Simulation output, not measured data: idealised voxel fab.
process module | voxel wiring stack
Square cells of 5 nm make up the cross-section cut, whose width is 290 nm.
Throughout this document, each cross-section is represented as a grid of square cells and is presented as a sequence of bands enumerated from the top downward, where a band comprises one or more rows of cells. What a band's entry tells you: where the top is and where the bottom is, as heights in nm, and after that what lies inside, material by material from left to right, each with its width in nm. Empty space is written as the word "air", and a single material marked with the word "edge to edge" occupies the band from edge to edge. Ref level 0: as-received wafer is one material below here. Bottom band extends down with no lower bound ("from 0 down"). So if you see something like "30->40" for the width, read it as the top row of the band sitting at the first number and the bottom row at the second, with every row in between moving by the same amount as the last. The designation "no change occurred", where it is given for a processing step, indicates that no cell of the cross-section was altered in the course of that step. What "Voids, fully enclosed" gives you is every empty space of 8 cells or more that is cut off from the top. Each appears as width x height at distance, with the distance taken from the left edge and width, height and distance all in nm. Whatever follows a step's settings on its line is a remark the simulator itself makes about that step. overlay nm: step with mask; distance mask lay right of planned place; negative value = left of planned place. Quick note on how to read the rest: it's all pairs. You get the cross-section before a process step and the one after, but the after one only goes down as far as the lowest band that changed. The step in between, with its settings, sits under the pair. Heads up, the pairs can come from different runs of this module on the same starting wafer, so don't assume a pair picks up from the one above unless its "Pre-step section" entry says it does.
## Pre-step section
- from 165 to 140 = resist (110); air (25); resist (15); air (25); resist (115)
- from 140 to 130 = aC edge to edge
- from 130 to 100 = SiO2 edge to edge
- from 100 to 95 = SiCN edge to edge
- from 95 to 80 = lowk (110); Ru (25); lowk (15); Ru (25); lowk (115)
- from 80 to 75 = Ru edge to edge
- from 75 to 70 = TiN (110); Ru (15); TiN (25); Ru (15); TiN (125)
- from 70 to 65 = SiO2 (110); TiN (15); SiO2 (25); TiN (15); SiO2 (125)
- from 65 to 50 = SiO2 (110); Ru (15); SiO2 (25); Ru (15); SiO2 (125)
- from 50 to 45 = SiCN (110); Ru (15); SiCN (25); Ru (15); SiCN (125)
- from 45 to 20 = lowk (110); Ru (25); lowk (15); Ru (25); lowk (115)
- from 20 to 15 = lowk (110); TiN (25); lowk (15); TiN (25); lowk (115)
- from 15 to 0 = SiO2 edge to edge
- from 0 down = Si edge to edge
- Voids, fully enclosed: none
## Sectional Result
- from 155 to 140 = resist (110); air (25); resist (15); air (25); resist (115)
- from 140 to 130 = aC (110); air (25); aC (15); air (25); aC (115)
- For the remainder of the cross-section, below 130, there is no change.
- Voids, fully enclosed: none
The two cross-sections above bracket this step: DIRECTIONAL_ETCH (etch materials aC; depth nm 10)
Pre-step section: equal to the after panel directly above.
## Sectional Result
- from 140 to 130 = aC (110); air (25); aC (15); air (25); aC (115)
- For the remainder of the cross-section, below 130, there is no change.
- Voids, fully enclosed: none
The two cross-sections above bracket this step: STRIP (etch materials resist)
Pre-step section: equal to the after panel directly above.
## Sectional Result
- from 140 to 130 = aC (110); air (25); aC (15); air (25); aC (115)
- from 130 to 115 = SiO2 (110); air (25); SiO2 (15); air (25); SiO2 (115)
- For the remainder of the cross-section, below 115, there is no change.
- Voids, fully enclosed: none
The two cross-sections above bracket this step: DIRECTIONAL_ETCH (etch materials SiO2; depth nm 15)
Pre-step section: equal to the after panel directly above.
## Sectional Result
- from 130 to 115 = SiO2 (110); air (25); SiO2 (15); air (25); SiO2 (115)
- For the remainder of the cross-section, below 115, there is no change.
- Voids, fully enclosed: none
The two cross-sections above bracket this step: STRIP (etch materials aC)
Pre-step section: equal to the after panel directly above.
## Sectional Result
- from 145 to 130 = resist (110); air (15); resist (165)
- from 130 to 115 = SiO2 (110); air (15); resist (10); SiO2 (15); resist (25); SiO2 (115)
- For the remainder of the cross-section, below 115, there is no change.
- Voids, fully enclosed: none
The two cross-sections above bracket this step: PATTERN (tone open; mask id METAL_3_HOLES; material resist; width nm 15; thk nm 15; overlay nm 0)
Pre-step section: equal to the after panel directly above.
## Sectional Result
- from 145 to 130 = resist (110); air (15); resist (165)
- from 130 to 115 = SiO2 (110); air (15); resist (10); SiO2 (15); resist (25); SiO2 (115)
- from 115 to 100 = SiO2 (110); air (15); SiO2 (165)
- For the remainder of the cross-section, below 100, there is no change.
- Voids, fully enclosed: none
The two cross-sections above bracket this step: DIRECTIONAL_ETCH (etch materials SiO2; depth nm 15)
Pre-step section: equal to the after panel directly above.
## Sectional Result
- from 145 to 130 = resist (110); air (15); resist (165)
- from 130 to 115 = SiO2 (110); air (15); resist (10); SiO2 (15); resist (25); SiO2 (115)
- from 115 to 100 = SiO2 (110); air (15); SiO2 (165)
- from 100 to 95 = SiCN (110); air (15); SiCN (165)
- For the remainder of the cross-section, below 95, there is no change.
- Voids, fully enclosed: none
The two cross-sections above bracket this step: DIRECTIONAL_ETCH (etch materials SiCN; depth nm 5)
Pre-step section: equal to the after panel directly above.
## Sectional Result
- from 130 to 115 = SiO2 (110); air (25); SiO2 (15); air (25); SiO2 (115)
- For the remainder of the cross-section, below 115, there is no change.
- Voids, fully enclosed: none
The two cross-sections above bracket this step: STRIP (etch materials resist)
Pre-step section: equal to the after panel directly above.
## Sectional Result
- from 135 to 130 = TiN (115); air (15); TiN (25); air (15); TiN (120)
- from 130 to 120 = SiO2 (110); TiN (5); air (15); TiN (5); SiO2 (15); TiN (5); air (15); TiN (5); SiO2 (115)
- from 120 to 115 = SiO2 (110); TiN (5); air (5); TiN (15); SiO2 (15); TiN (25); SiO2 (115)
- from 115 to 100 = SiO2 (110); TiN (5); air (5); TiN (5); SiO2 (165)
- from 100 to 95 = SiCN (110); TiN (15); SiCN (165)
- For the remainder of the cross-section, below 95, there is no change.
- Voids, fully enclosed: none
The two cross-sections above bracket this step: CONFORMAL_DEP (material TiN; thk nm 5)
Pre-step section: equal to the after panel directly above.
## Sectional Result
- from 140 to 135 = Cu edge to edge
- from 135 to 130 = TiN (115); Cu (15); TiN (25); Cu (15); TiN (120)
- from 130 to 120 = SiO2 (110); TiN (5); Cu (15); TiN (5); SiO2 (15); TiN (5); Cu (15); TiN (5); SiO2 (115)
- from 120 to 115 = SiO2 (110); TiN (5); Cu (5); TiN (15); SiO2 (15); TiN (25); SiO2 (115)
- from 115 to 100 = SiO2 (110); TiN (5); Cu (5); TiN (5); SiO2 (165)
- For the remainder of the cross-section, below 100, there is no change.
- Voids, fully enclosed: none
The two cross-sections above bracket this step: FILL_DEP (material Cu; thk nm 5)
Pre-step section: equal to the after panel directly above.
## Sectional Result
- from 130 to 120 = SiO2 (110); TiN (5); Cu (15); TiN (5); SiO2 (15); TiN (5); Cu (15); TiN (5); SiO2 (115)
- For the remainder of the cross-section, below 120, there is no change.
- Voids, fully enclosed: none
The two cross-sections above bracket this step: CMP (height nm 130)
Pre-step section: equal to the after panel directly above.
## Sectional Result
- from 135 to 130 = SiCN edge to edge
- For the remainder of the cross-section, below 130, there is no change.
- Voids, fully enclosed: none
The two cross-sections above bracket this step: CONFORMAL_DEP (material SiCN; thk nm 5)
Pre-step section: equal to the after panel directly above.
## Sectional Result
- from 160 to 135 = SiO2 edge to edge
- For the remainder of the cross-section, below 135, there is no change.
- Voids, fully enclosed: none
The two cross-sections above bracket this step: DIRECTIONAL_DEP (material SiO2; thk nm 25)
Pre-step section: equal to the after panel directly above.
## Sectional Result
- from 160 to 135 = SiO2 (110); air (15); SiO2 (25); air (15); SiO2 (125)
- For the remainder of the cross-section, below 135, there is no change.
- Voids, fully enclosed: none
The two cross-sections above bracket this step: MASKED_ETCH (tone open; mask id METAL_4_HOLES; width nm 15; pitch nm 40; etch materials SiO2; depth nm 25; overlay nm 0)
Pre-step section: equal to the after panel directly above.
## Sectional Result
- from 180 to 160 = resist (110); air (25); resist (15); air (25); resist (115)
- For the remainder of the cross-section, below 160, there is no change.
- Voids, fully enclosed: none
The two cross-sections above bracket this step: PATTERN (tone open; mask id METAL_4; material resist; width nm 25; pitch nm 40; thk nm 20; overlay nm 0)
Pre-step section: equal to the after panel directly above.
## Sectional Result
- from 180 to 160 = resist (110); air (25); resist (15); air (25); resist (115)
- from 160 to 145 = SiO2 (110); air (25); SiO2 (15); air (25); SiO2 (115)
- For the remainder of the cross-section, below 145, there is no change.
- Voids, fully enclosed: none
The two cross-sections above bracket this step: DIRECTIONAL_ETCH (etch materials SiO2; depth nm 15)
Pre-step section: equal to the after panel directly above.
## Sectional Result
- from 180 to 160 = resist (110); air (25); resist (15); air (25); resist (115)
- from 160 to 145 = SiO2 (110); air (25); SiO2 (15); air (25); SiO2 (115)
- from 145 to 135 = SiO2 (110); air (15); SiO2 (25); air (15); SiO2 (125)
- from 135 to 130 = SiCN (110); air (15); SiCN (25); air (15); SiCN (125)
- For the remainder of the cross-section, below 130, there is no change.
- Voids, fully enclosed: none
The two cross-sections above bracket this step: DIRECTIONAL_ETCH (etch materials SiCN; depth nm 5)
Pre-step section: equal to the after panel directly above.
## Sectional Result
- from 160 to 145 = SiO2 (110); air (25); SiO2 (15); air (25); SiO2 (115)
- For the remainder of the cross-section, below 145, there is no change.
- Voids, fully enclosed: none
The two cross-sections above bracket this step: STRIP (etch materials resist)
Pre-step section: equal to the after panel directly above.
## Sectional Result
- from 165 to 160 = TiN (115); air (15); TiN (25); air (15); TiN (120)
- from 160 to 150 = SiO2 (110); TiN (5); air (15); TiN (5); SiO2 (15); TiN (5); air (15); TiN (5); SiO2 (115)
- from 150 to 145 = SiO2 (110); TiN (5); air (5); TiN (15); SiO2 (15); TiN (5); air (5); TiN (15); SiO2 (115)
- from 145 to 135 = SiO2 (110); TiN (5); air (5); TiN (5); SiO2 (25); TiN (5); air (5); TiN (5); SiO2 (125)
- from 135 to 130 = SiCN (110); TiN (15); SiCN (25); TiN (15); SiCN (125)
- For the remainder of the cross-section, below 130, there is no change.
- Voids, fully enclosed: none
The two cross-sections above bracket this step: CONFORMAL_DEP (material TiN; thk nm 5)
Pre-step section: equal to the after panel directly above.
## Sectional Result
- from 170 to 165 = Cu edge to edge
- from 165 to 160 = TiN (115); Cu (15); TiN (25); Cu (15); TiN (120)
- from 160 to 150 = SiO2 (110); TiN (5); Cu (15); TiN (5); SiO2 (15); TiN (5); Cu (15); TiN (5); SiO2 (115)
- from 150 to 145 = SiO2 (110); TiN (5); Cu (5); TiN (15); SiO2 (15); TiN (5); Cu (5); TiN (15); SiO2 (115)
- from 145 to 135 = SiO2 (110); TiN (5); Cu (5); TiN (5); SiO2 (25); TiN (5); Cu (5); TiN (5); SiO2 (125)
- For the remainder of the cross-section, below 135, there is no change.
- Voids, fully enclosed: none
The two cross-sections above bracket this step: FILL_DEP (material Cu; thk nm 5)
Pre-step section: equal to the after panel directly above.
## Sectional Result
- from 160 to 150 = SiO2 (110); TiN (5); Cu (15); TiN (5); SiO2 (15); TiN (5); Cu (15); TiN (5); SiO2 (115)
- For the remainder of the cross-section, below 150, there is no change.
- Voids, fully enclosed: none
The two cross-sections above bracket this step: CMP (height nm 160)
Pre-step section: equal to the after panel directly above.
## Sectional Result
- from 165 to 160 = SiCN edge to edge
- For the remainder of the cross-section, below 160, there is no change.
- Voids, fully enclosed: none
The two cross-sections above bracket this step: CONFORMAL_DEP (material SiCN; thk nm 5)
## Pre-step section
- from 140 to 135 = Cu edge to edge
- from 135 to 130 = TiN (115); Cu (15); TiN (25); Cu (15); TiN (120)
- from 130 to 120 = SiO2 (110); TiN (5); Cu (15); TiN (5); SiO2 (15); TiN (5); Cu (15); TiN (5); SiO2 (115)
- from 120 to 115 = SiO2 (110); TiN (5); Cu (5); TiN (15); SiO2 (15); TiN (25); SiO2 (115)
- from 115 to 100 = SiO2 (110); TiN (5); Cu (5); TiN (5); SiO2 (165)
- from 100 to 95 = SiCN (110); TiN (15); SiCN (165)
- from 95 to 75 = lowk (110); Ru (25); lowk (15); Ru (25); lowk (115)
- from 75 to 70 = lowk (110); TiN (25); lowk (15); TiN (25); lowk (115)
- from 70 to 50 = SiO2 (110); Ru (15); SiO2 (25); Ru (15); SiO2 (125)
- from 50 to 45 = SiCN (110); Ru (15); SiCN (25); Ru (15); SiCN (125)
- from 45 to 20 = lowk (110); Ru (25); lowk (15); Ru (25); lowk (115)
- from 20 to 15 = lowk (110); TiN (25); lowk (15); TiN (25); lowk (115)
- from 15 to 0 = SiO2 edge to edge
- from 0 down = Si edge to edge
- Voids, fully enclosed: none
## Sectional Result
- from 120 to 115 = SiO2 (110); TiN (5); Cu (5); TiN (15); SiO2 (15); TiN (25); SiO2 (115)
- For the remainder of the cross-section, below 115, there is no change.
- Voids, fully enclosed: none
The two cross-sections above bracket this step: CMP (height nm 120)
Pre-step section: equal to the after panel directly above.
## Sectional Result
- from 125 to 120 = SiCN edge to edge
- For the remainder of the cross-section, below 120, there is no change.
- Voids, fully enclosed: none
The two cross-sections above bracket this step: CONFORMAL_DEP (material SiCN; thk nm 5)
Pre-step section: equal to the after panel directly above.
## Sectional Result
- from 150 to 125 = SiO2 edge to edge
- For the remainder of the cross-section, below 125, there is no change.
- Voids, fully enclosed: none
The two cross-sections above bracket this step: DIRECTIONAL_DEP (material SiO2; thk nm 25)
Pre-step section: equal to the after panel directly above.
## Sectional Result
- from 150 to 125 = SiO2 (110); air (15); SiO2 (25); air (15); SiO2 (125)
- For the remainder of the cross-section, below 125, there is no change.
- Voids, fully enclosed: none
The two cross-sections above bracket this step: MASKED_ETCH (tone open; mask id METAL_4_HOLES; width nm 15; pitch nm 40; etch materials SiO2; depth nm 25; overlay nm 0)
Pre-step section: equal to the after panel directly above.
## Sectional Result
- from 170 to 150 = resist (110); air (25); resist (15); air (25); resist (115)
- For the remainder of the cross-section, below 150, there is no change.
- Voids, fully enclosed: none
The two cross-sections above bracket this step: PATTERN (tone open; mask id METAL_4; material resist; width nm 25; pitch nm 40; thk nm 20; overlay nm 0)
Pre-step section: equal to the after panel directly above.
## Sectional Result
- from 170 to 150 = resist (110); air (25); resist (15); air (25); resist (115)
- from 150 to 135 = SiO2 (110); air (25); SiO2 (15); air (25); SiO2 (115)
- For the remainder of the cross-section, below 135, there is no change.
- Voids, fully enclosed: none
The two cross-sections above bracket this step: DIRECTIONAL_ETCH (etch materials SiO2; depth nm 15)
Pre-step section: equal to the after panel directly above.
## Sectional Result
- from 170 to 150 = resist (110); air (25); resist (15); air (25); resist (115)
- from 150 to 135 = SiO2 (110); air (25); SiO2 (15); air (25); SiO2 (115)
- from 135 to 125 = SiO2 (110); air (15); SiO2 (25); air (15); SiO2 (125)
- from 125 to 120 = SiCN (110); air (15); SiCN (25); air (15); SiCN (125)
- For the remainder of the cross-section, below 120, there is no change.
- Voids, fully enclosed: none
The two cross-sections above bracket this step: DIRECTIONAL_ETCH (etch materials SiCN; depth nm 5)
Pre-step section: equal to the after panel directly above.
## Sectional Result
- from 150 to 135 = SiO2 (110); air (25); SiO2 (15); air (25); SiO2 (115)
- For the remainder of the cross-section, below 135, there is no change.
- Voids, fully enclosed: none
The two cross-sections above bracket this step: STRIP (etch materials resist)
Pre-step section: equal to the after panel directly above.
## Sectional Result
- from 155 to 150 = TiN (115); air (15); TiN (25); air (15); TiN (120)
- from 150 to 140 = SiO2 (110); TiN (5); air (15); TiN (5); SiO2 (15); TiN (5); air (15); TiN (5); SiO2 (115)
- from 140 to 135 = SiO2 (110); TiN (5); air (5); TiN (15); SiO2 (15); TiN (5); air (5); TiN (15); SiO2 (115)
- from 135 to 125 = SiO2 (110); TiN (5); air (5); TiN (5); SiO2 (25); TiN (5); air (5); TiN (5); SiO2 (125)
- from 125 to 120 = SiCN (110); TiN (15); SiCN (25); TiN (15); SiCN (125)
- For the remainder of the cross-section, below 120, there is no change.
- Voids, fully enclosed: none
The two cross-sections above bracket this step: CONFORMAL_DEP (material TiN; thk nm 5)
Pre-step section: equal to the after panel directly above.
## Sectional Result
- from 160 to 155 = Cu edge to edge
- from 155 to 150 = TiN (115); Cu (15); TiN (25); Cu (15); TiN (120)
- from 150 to 140 = SiO2 (110); TiN (5); Cu (15); TiN (5); SiO2 (15); TiN (5); Cu (15); TiN (5); SiO2 (115)
- from 140 to 135 = SiO2 (110); TiN (5); Cu (5); TiN (15); SiO2 (15); TiN (5); Cu (5); TiN (15); SiO2 (115)
- from 135 to 125 = SiO2 (110); TiN (5); Cu (5); TiN (5); SiO2 (25); TiN (5); Cu (5); TiN (5); SiO2 (125)
- For the remainder of the cross-section, below 125, there is no change.
- Voids, fully enclosed: none
The two cross-sections above bracket this step: FILL_DEP (material Cu; thk nm 5)
Pre-step section: equal to the after panel directly above.
## Sectional Result
- from 165 to 160 = SiCN edge to edge
- For the remainder of the cross-section, below 160, there is no change.
- Voids, fully enclosed: none
The two cross-sections above bracket this step: CONFORMAL_DEP (material SiCN; thk nm 5)
## Pre-step section
- from 140 to 130 = aC edge to edge
- from 130 to 100 = SiO2 edge to edge
- from 100 to 95 = SiCN edge to edge
- from 95 to 75 = lowk (110); Ru (25); lowk (15); Ru (25); lowk (115)
- from 75 to 70 = lowk (110); TiN (25); lowk (15); TiN (25); lowk (115)
- from 70 to 50 = SiO2 (110); Ru (15); SiO2 (25); Ru (15); SiO2 (125)
- from 50 to 45 = SiCN (110); Ru (15); SiCN (25); Ru (15); SiCN (125)
- from 45 to 20 = lowk (110); Ru (25); lowk (15); Ru (25); lowk (115)
- from 20 to 15 = lowk (110); TiN (25); lowk (15); TiN (25); lowk (115)
- from 15 to 0 = SiO2 edge to edge
- from 0 down = Si edge to edge
- Voids, fully enclosed: none
## Sectional Result
- from 165 to 140 = resist (115); air (20); resist (20); air (20); resist (115)
- For the remainder of the cross-section, below 140, there is no change.
- Voids, fully enclosed: none
The two cross-sections above bracket this step: PATTERN (tone open; mask id METAL_3; material resist; width nm 20; pitch nm 40; thk nm 25; overlay nm 0)
Pre-step section: equal to the after panel directly above.
## Sectional Result
- from 155 to 140 = resist (115); air (20); resist (20); air (20); resist (115)
- from 140 to 130 = aC (115); air (20); aC (20); air (20); aC (115)
- For the remainder of the cross-section, below 130, there is no change.
- Voids, fully enclosed: none
The two cross-sections above bracket this step: DIRECTIONAL_ETCH (etch materials aC; depth nm 10)
Pre-step section: equal to the after panel directly above.
## Sectional Result
- from 140 to 130 = aC (115); air (20); aC (20); air (20); aC (115)
- For the remainder of the cross-section, below 130, there is no change.
- Voids, fully enclosed: none
The two cross-sections above bracket this step: STRIP (etch materials resist)
Pre-step section: equal to the after panel directly above.
## Sectional Result
- from 140 to 130 = aC (115); air (20); aC (20); air (20); aC (115)
- from 130 to 115 = SiO2 (115); air (20); SiO2 (20); air (20); SiO2 (115)
- For the remainder of the cross-section, below 115, there is no change.
- Voids, fully enclosed: none
The two cross-sections above bracket this step: DIRECTIONAL_ETCH (etch materials SiO2; depth nm 15)
Pre-step section: equal to the after panel directly above.
## Sectional Result
- from 130 to 115 = SiO2 (115); air (20); SiO2 (20); air (20); SiO2 (115)
- For the remainder of the cross-section, below 115, there is no change.
- Voids, fully enclosed: none
The two cross-sections above bracket this step: STRIP (etch materials aC)
Pre-step section: equal to the after panel directly above.
## Sectional Result
- from 145 to 130 = resist (110); air (15); resist (165)
- from 130 to 115 = SiO2 (115); air (10); resist (10); SiO2 (20); resist (20); SiO2 (115)
- For the remainder of the cross-section, below 115, there is no change.
- Voids, fully enclosed: none
The two cross-sections above bracket this step: PATTERN (tone open; mask id METAL_3_HOLES; material resist; width nm 15; thk nm 15; overlay nm 0)
Pre-step section: equal to the after panel directly above.
## Sectional Result
- from 145 to 130 = resist (110); air (15); resist (165)
- from 130 to 115 = SiO2 (110); air (15); resist (10); SiO2 (20); resist (20); SiO2 (115)
- from 115 to 100 = SiO2 (115); air (10); SiO2 (165)
- For the remainder of the cross-section, below 100, there is no change.
- Voids, fully enclosed: none
The two cross-sections above bracket this step: DIRECTIONAL_ETCH (etch materials SiO2; depth nm 15)
Pre-step section: equal to the after panel directly above.
## Sectional Result
- from 145 to 130 = resist (110); air (15); resist (165)
- from 130 to 115 = SiO2 (110); air (15); resist (10); SiO2 (20); resist (20); SiO2 (115)
- from 115 to 100 = SiO2 (115); air (10); SiO2 (165)
- from 100 to 95 = SiCN (115); air (10); SiCN (165)
- For the remainder of the cross-section, below 95, there is no change.
- Voids, fully enclosed: none
The two cross-sections above bracket this step: DIRECTIONAL_ETCH (etch materials SiCN; depth nm 5)
Pre-step section: equal to the after panel directly above.
## Sectional Result
- from 130 to 115 = SiO2 (110); air (25); SiO2 (20); air (20); SiO2 (115)
- For the remainder of the cross-section, below 115, there is no change.
- Voids, fully enclosed: none
The two cross-sections above bracket this step: STRIP (etch materials resist)
Pre-step section: equal to the after panel directly above.
## Sectional Result
- from 135 to 130 = TiN (115); air (15); TiN (30); air (10); TiN (120)
- from 130 to 120 = SiO2 (110); TiN (5); air (15); TiN (5); SiO2 (20); TiN (5); air (10); TiN (5); SiO2 (115)
- from 120 to 115 = SiO2 (110); TiN (25); SiO2 (20); TiN (20); SiO2 (115)
- from 115 to 100 = SiO2 (115); TiN (10); SiO2 (165)
- from 100 to 95 = SiCN (115); TiN (10); SiCN (165)
- For the remainder of the cross-section, below 95, there is no change.
- Voids, fully enclosed: none
The two cross-sections above bracket this step: CONFORMAL_DEP (material TiN; thk nm 5)
Pre-step section: equal to the after panel directly above.
## Sectional Result
- from 140 to 135 = Cu edge to edge
- from 135 to 130 = TiN (115); Cu (15); TiN (30); Cu (10); TiN (120)
- from 130 to 120 = SiO2 (110); TiN (5); Cu (15); TiN (5); SiO2 (20); TiN (5); Cu (10); TiN (5); SiO2 (115)
- For the remainder of the cross-section, below 120, there is no change.
- Voids, fully enclosed: none
The two cross-sections above bracket this step: FILL_DEP (material Cu; thk nm 5)
Pre-step section: equal to the after panel directly above.
## Sectional Result
- from 130 to 120 = SiO2 (110); TiN (5); Cu (15); TiN (5); SiO2 (20); TiN (5); Cu (10); TiN (5); SiO2 (115)
- For the remainder of the cross-section, below 120, there is no change.
- Voids, fully enclosed: none
The two cross-sections above bracket this step: CMP (height nm 130)
Pre-step section: equal to the after panel directly above.
## Sectional Result
- from 135 to 130 = SiCN edge to edge
- For the remainder of the cross-section, below 130, there is no change.
- Voids, fully enclosed: none
The two cross-sections above bracket this step: CONFORMAL_DEP (material SiCN; thk nm 5)
Pre-step section: equal to the after panel directly above.
## Sectional Result
- from 160 to 135 = SiO2 edge to edge
- For the remainder of the cross-section, below 135, there is no change.
- Voids, fully enclosed: none
The two cross-sections above bracket this step: DIRECTIONAL_DEP (material SiO2; thk nm 25)
Pre-step section: equal to the after panel directly above.
## Sectional Result
- from 160 to 135 = SiO2 (110); air (15); SiO2 (25); air (15); SiO2 (125)
- For the remainder of the cross-section, below 135, there is no change.
- Voids, fully enclosed: none
The two cross-sections above bracket this step: MASKED_ETCH (tone open; mask id METAL_4_HOLES; width nm 15; pitch nm 40; etch materials SiO2; depth nm 25; overlay nm 0)
Pre-step section: equal to the after panel directly above.
## Sectional Result
- from 180 to 160 = resist (110); air (25); resist (15); air (25); resist (115)
- For the remainder of the cross-section, below 160, there is no change.
- Voids, fully enclosed: none
The two cross-sections above bracket this step: PATTERN (tone open; mask id METAL_4; material resist; width nm 25; pitch nm 40; thk nm 20; overlay nm 0)
Pre-step section: equal to the after panel directly above.
## Sectional Result
- from 180 to 160 = resist (110); air (25); resist (15); air (25); resist (115)
- from 160 to 145 = SiO2 (110); air (25); SiO2 (15); air (25); SiO2 (115)
- For the remainder of the cross-section, below 145, there is no change.
- Voids, fully enclosed: none
The two cross-sections above bracket this step: DIRECTIONAL_ETCH (etch materials SiO2; depth nm 15)
Pre-step section: equal to the after panel directly above.
## Sectional Result
- from 180 to 160 = resist (110); air (25); resist (15); air (25); resist (115)
- from 160 to 145 = SiO2 (110); air (25); SiO2 (15); air (25); SiO2 (115)
- from 145 to 135 = SiO2 (110); air (15); SiO2 (25); air (15); SiO2 (125)
- from 135 to 130 = SiCN (110); air (15); SiCN (25); air (15); SiCN (125)
- For the remainder of the cross-section, below 130, there is no change.
- Voids, fully enclosed: none
The two cross-sections above bracket this step: DIRECTIONAL_ETCH (etch materials SiCN; depth nm 5)
Pre-step section: equal to the after panel directly above.
## Sectional Result
- from 160 to 145 = SiO2 (110); air (25); SiO2 (15); air (25); SiO2 (115)
- For the remainder of the cross-section, below 145, there is no change.
- Voids, fully enclosed: none
The two cross-sections above bracket this step: STRIP (etch materials resist)
Pre-step section: equal to the after panel directly above.
## Sectional Result
- from 165 to 160 = TiN (115); air (15); TiN (25); air (15); TiN (120)
- from 160 to 150 = SiO2 (110); TiN (5); air (15); TiN (5); SiO2 (15); TiN (5); air (15); TiN (5); SiO2 (115)
- from 150 to 145 = SiO2 (110); TiN (5); air (5); TiN (15); SiO2 (15); TiN (5); air (5); TiN (15); SiO2 (115)
- from 145 to 135 = SiO2 (110); TiN (5); air (5); TiN (5); SiO2 (25); TiN (5); air (5); TiN (5); SiO2 (125)
- from 135 to 130 = SiCN (110); TiN (15); SiCN (25); TiN (15); SiCN (125)
- For the remainder of the cross-section, below 130, there is no change.
- Voids, fully enclosed: none
The two cross-sections above bracket this step: CONFORMAL_DEP (material TiN; thk nm 5)
Pre-step section: equal to the after panel directly above.
## Sectional Result
- from 170 to 165 = Cu edge to edge
- from 165 to 160 = TiN (115); Cu (15); TiN (25); Cu (15); TiN (120)
- from 160 to 150 = SiO2 (110); TiN (5); Cu (15); TiN (5); SiO2 (15); TiN (5); Cu (15); TiN (5); SiO2 (115)
- from 150 to 145 = SiO2 (110); TiN (5); Cu (5); TiN (15); SiO2 (15); TiN (5); Cu (5); TiN (15); SiO2 (115)
- from 145 to 135 = SiO2 (110); TiN (5); Cu (5); TiN (5); SiO2 (25); TiN (5); Cu (5); TiN (5); SiO2 (125)
- For the remainder of the cross-section, below 135, there is no change.
- Voids, fully enclosed: none
The two cross-sections above bracket this step: FILL_DEP (material Cu; thk nm 5)
Pre-step section: equal to the after panel directly above.
## Sectional Result
- from 160 to 150 = SiO2 (110); TiN (5); Cu (15); TiN (5); SiO2 (15); TiN (5); Cu (15); TiN (5); SiO2 (115)
- For the remainder of the cross-section, below 150, there is no change.
- Voids, fully enclosed: none
The two cross-sections above bracket this step: CMP (height nm 160)
Pre-step section: equal to the after panel directly above.
## Sectional Result
- from 165 to 160 = SiCN edge to edge
- For the remainder of the cross-section, below 160, there is no change.
- Voids, fully enclosed: none
The two cross-sections above bracket this step: CONFORMAL_DEP (material SiCN; thk nm 5)
## Pre-step section
- from 130 to 115 = SiO2 (110); air (25); SiO2 (15); air (25); SiO2 (115)
- from 115 to 100 = SiO2 edge to edge
- from 100 to 95 = SiCN edge to edge
- from 95 to 75 = lowk (110); Ru (25); lowk (15); Ru (25); lowk (115)
- from 75 to 70 = lowk (110); TiN (25); lowk (15); TiN (25); lowk (115)
- from 70 to 50 = SiO2 (110); Ru (15); SiO2 (25); Ru (15); SiO2 (125)
- from 50 to 45 = SiCN (110); Ru (15); SiCN (25); Ru (15); SiCN (125)
- from 45 to 20 = lowk (110); Ru (25); lowk (15); Ru (25); lowk (115)
- from 20 to 15 = lowk (110); TiN (25); lowk (15); TiN (25); lowk (115)
- from 15 to 0 = SiO2 edge to edge
- from 0 down = Si edge to edge
- Voids, fully enclosed: none
## Sectional Result
- from 145 to 130 = resist (115); air (15); resist (160)
- from 130 to 115 = SiO2 (110); resist (5); air (15); resist (5); SiO2 (15); resist (25); SiO2 (115)
- For the remainder of the cross-section, below 115, there is no change.
- Voids, fully enclosed: none
The two cross-sections above bracket this step: PATTERN (tone open; mask id METAL_3_HOLES; material resist; width nm 15; thk nm 15; overlay nm 5)
Pre-step section: equal to the after panel directly above.
## Sectional Result
- from 145 to 130 = resist (115); air (15); resist (160)
- from 130 to 115 = SiO2 (110); resist (5); air (15); resist (5); SiO2 (15); resist (25); SiO2 (115)
- from 115 to 100 = SiO2 (115); air (15); SiO2 (160)
- For the remainder of the cross-section, below 100, there is no change.
- Voids, fully enclosed: none
The two cross-sections above bracket this step: DIRECTIONAL_ETCH (etch materials SiO2; depth nm 15)
Pre-step section: equal to the after panel directly above.
## Sectional Result
- from 145 to 130 = resist (115); air (15); resist (160)
- from 130 to 115 = SiO2 (110); resist (5); air (15); resist (5); SiO2 (15); resist (25); SiO2 (115)
- from 115 to 100 = SiO2 (115); air (15); SiO2 (160)
- from 100 to 95 = SiCN (115); air (15); SiCN (160)
- For the remainder of the cross-section, below 95, there is no change.
- Voids, fully enclosed: none
The two cross-sections above bracket this step: DIRECTIONAL_ETCH (etch materials SiCN; depth nm 5)
Pre-step section: equal to the after panel directly above.
## Sectional Result
- from 130 to 115 = SiO2 (110); air (25); SiO2 (15); air (25); SiO2 (115)
- For the remainder of the cross-section, below 115, there is no change.
- Voids, fully enclosed: none
The two cross-sections above bracket this step: STRIP (etch materials resist)
Pre-step section: equal to the after panel directly above.
## Sectional Result
- from 135 to 130 = TiN (115); air (15); TiN (25); air (15); TiN (120)
- from 130 to 120 = SiO2 (110); TiN (5); air (15); TiN (5); SiO2 (15); TiN (5); air (15); TiN (5); SiO2 (115)
- from 120 to 115 = SiO2 (110); TiN (10); air (5); TiN (10); SiO2 (15); TiN (25); SiO2 (115)
- from 115 to 100 = SiO2 (115); TiN (5); air (5); TiN (5); SiO2 (160)
- from 100 to 95 = SiCN (115); TiN (15); SiCN (160)
- For the remainder of the cross-section, below 95, there is no change.
- Voids, fully enclosed: none
The two cross-sections above bracket this step: CONFORMAL_DEP (material TiN; thk nm 5)
Pre-step section: equal to the after panel directly above.
## Sectional Result
- from 140 to 135 = Cu edge to edge
- from 135 to 130 = TiN (115); Cu (15); TiN (25); Cu (15); TiN (120)
- from 130 to 120 = SiO2 (110); TiN (5); Cu (15); TiN (5); SiO2 (15); TiN (5); Cu (15); TiN (5); SiO2 (115)
- from 120 to 115 = SiO2 (110); TiN (10); Cu (5); TiN (10); SiO2 (15); TiN (25); SiO2 (115)
- from 115 to 100 = SiO2 (115); TiN (5); Cu (5); TiN (5); SiO2 (160)
- For the remainder of the cross-section, below 100, there is no change.
- Voids, fully enclosed: none
The two cross-sections above bracket this step: FILL_DEP (material Cu; thk nm 5)
Pre-step section: equal to the after panel directly above.
## Sectional Result
- from 130 to 120 = SiO2 (110); TiN (5); Cu (15); TiN (5); SiO2 (15); TiN (5); Cu (15); TiN (5); SiO2 (115)
- For the remainder of the cross-section, below 120, there is no change.
- Voids, fully enclosed: none
The two cross-sections above bracket this step: CMP (height nm 130)
